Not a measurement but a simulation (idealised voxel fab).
Process module, titled voxel capacitor over wiring
The figure presents cross-section cut, which has a width of 245 nm and is divided into square cells with an edge length of 5 nm.
For the purposes of this document, a cross-section shall be understood as a grid of square cells, specified as bands listed in top-to-bottom order, each band consisting of one or more rows of cells. Heights first: top, then bottom, in nm. Then materials, left to right, each with a width in nm. "throughout" on a single material: fills the band edge to edge. "blank": empty space. Below 0: as-received wafer, all one material; heights counted from there. Lowest band: no bottom, goes on down, written "0 nm and below". A two-number width, for instance "30 to 40", indicates that the width is equal to the first number in the top row of the band and to the second number in the bottom row, and that it changes by a constant amount per row of cells. When a step is marked "no change", none of the cells in the cross-section changed during that step. The label "Closed void register" introduces a list of the empty spaces, 8 cells or larger, that have no open way up to the top; each entry in it reads width x height at distance, where the distance is taken from the left edge and all three are stated in nm. It should be noted that, on the line of a given step, the content following the step's settings is a remark produced by the simulator itself with respect to that step. overlay nm: for a step with a mask, the amount by which the mask lay right of where it was planned; a negative amount means left of it.
# Below is the list of planned process steps
1 op RECEIVE | material Si
2 op CONFORMAL_DEP | material SiO2 | thk nm 10
3 op DIRECTIONAL_DEP | material TiN | thk nm 5
4 op DIRECTIONAL_DEP | material Ru | thk nm 15
5 op PATTERN | tone cover | mask id METAL_1 | material resist | width nm 20 | pitch nm 85 | thk nm 20 | overlay nm 0
6 op DIRECTIONAL_ETCH | etch materials Ru | depth nm 15
7 op DIRECTIONAL_ETCH | etch materials TiN | depth nm 5
8 op STRIP | etch materials resist
9 op CONFORMAL_DEP | material SiN | thk nm 5
10 op FILL_DEP | material SiO2 | thk nm 10
11 op CMP | height nm 30
12 op CONFORMAL_DEP | material SiCN | thk nm 5
13 op DIRECTIONAL_DEP | material SiO2 | thk nm 15
14 op DIRECTIONAL_DEP | material aC | thk nm 10
15 op PATTERN | tone open | mask id PLUG_1 | material resist | width nm 15 | thk nm 25 | overlay nm 0
16 op DIRECTIONAL_ETCH | etch materials aC | depth nm 10
17 op STRIP | etch materials resist
18 op DIRECTIONAL_ETCH | etch materials SiO2 | depth nm 15
19 op DIRECTIONAL_ETCH | etch materials SiCN | depth nm 5
20 op STRIP | etch materials aC
21 op EPI | material Ru | thk nm 10
22 op EPI | material Ru | thk nm 10
23 op DIRECTIONAL_DEP | material TiN | thk nm 10
24 op DIRECTIONAL_DEP | material SiN | thk nm 5
25 op DIRECTIONAL_DEP | material TiN | thk nm 10
26 op PATTERN | tone cover | mask id UPPER_PLATE | material resist | width nm 70 | thk nm 15 | overlay nm 0
27 op DIRECTIONAL_ETCH | etch materials TiN | depth nm 10
28 op DIRECTIONAL_ETCH | etch materials SiN | depth nm 5
29 op STRIP | etch materials resist
30 op PATTERN | tone cover | mask id LOWER_PLATE | material resist | width nm 80 | thk nm 15 | overlay nm 0
31 op DIRECTIONAL_ETCH | etch materials TiN | depth nm 10
32 op STRIP | etch materials resist
33 op FILL_DEP | material SiO2 | thk nm 20
34 op CMP | height nm 90
35 op PATTERN | tone open | mask id PLUG_2 | material resist | width nm 15 | thk nm 15 | overlay nm 0
36 op DIRECTIONAL_ETCH | etch materials SiO2 | depth nm 15
37 op STRIP | etch materials resist
38 op CONFORMAL_DEP | material TiN | thk nm 5
39 op FILL_DEP | material W | thk nm 10
40 op CMP | height nm 90
41 op CONFORMAL_DEP | material SiN | thk nm 5
# Cross-section of the incoming wafer, state after step 1
> 0 nm and below | Si throughout
> Closed void register: none
# Final cross-section, module run with one mistake (start and plan as above)
> 95 nm to 90 nm | SiN throughout
> 90 nm to 80 nm | 85 of SiO2, 60 of TiN, 100 of SiO2
> 80 nm to 75 nm | 85 of SiO2, 5 of TiN, 55 of SiN, 100 of SiO2
> 75 nm to 70 nm | 70 of SiO2, 5 of TiN, 15 of SiO2, 60 of TiN, 95 of SiO2
> 70 nm to 60 nm | 70 to 75 of SiO2, 80 to 15 of TiN, 95 to 155 of SiO2
> 60 nm to 55 nm | 75 of SiO2, 15 of SiN, 155 of SiO2
> 55 nm to 50 nm | 75 of SiO2, 15 of TiN, 155 of SiO2
> 50 nm to 45 nm | 75 of SiCN, 15 of TiN, 155 of SiCN
> 45 nm to 35 nm | SiO2 throughout
> 35 nm to 30 nm | 65 of SiO2, 30 of SiN, 55 of SiO2, 30 of SiN, 65 of SiO2
> 30 nm to 15 nm | 65 of SiO2, 5 of SiN, 20 of Ru, 5 of SiN, 55 of SiO2, 5 of SiN, 20 of Ru, 5 of SiN, 65 of SiO2
> 15 nm to 10 nm | 70 of SiN, 20 of TiN, 65 of SiN, 20 of TiN, 70 of SiN
> 10 nm to 0 nm | SiO2 throughout
> 0 nm and below | Si throughout
> Closed void register: none
Plan not followed: step 11 of the plan: omitted, not performed
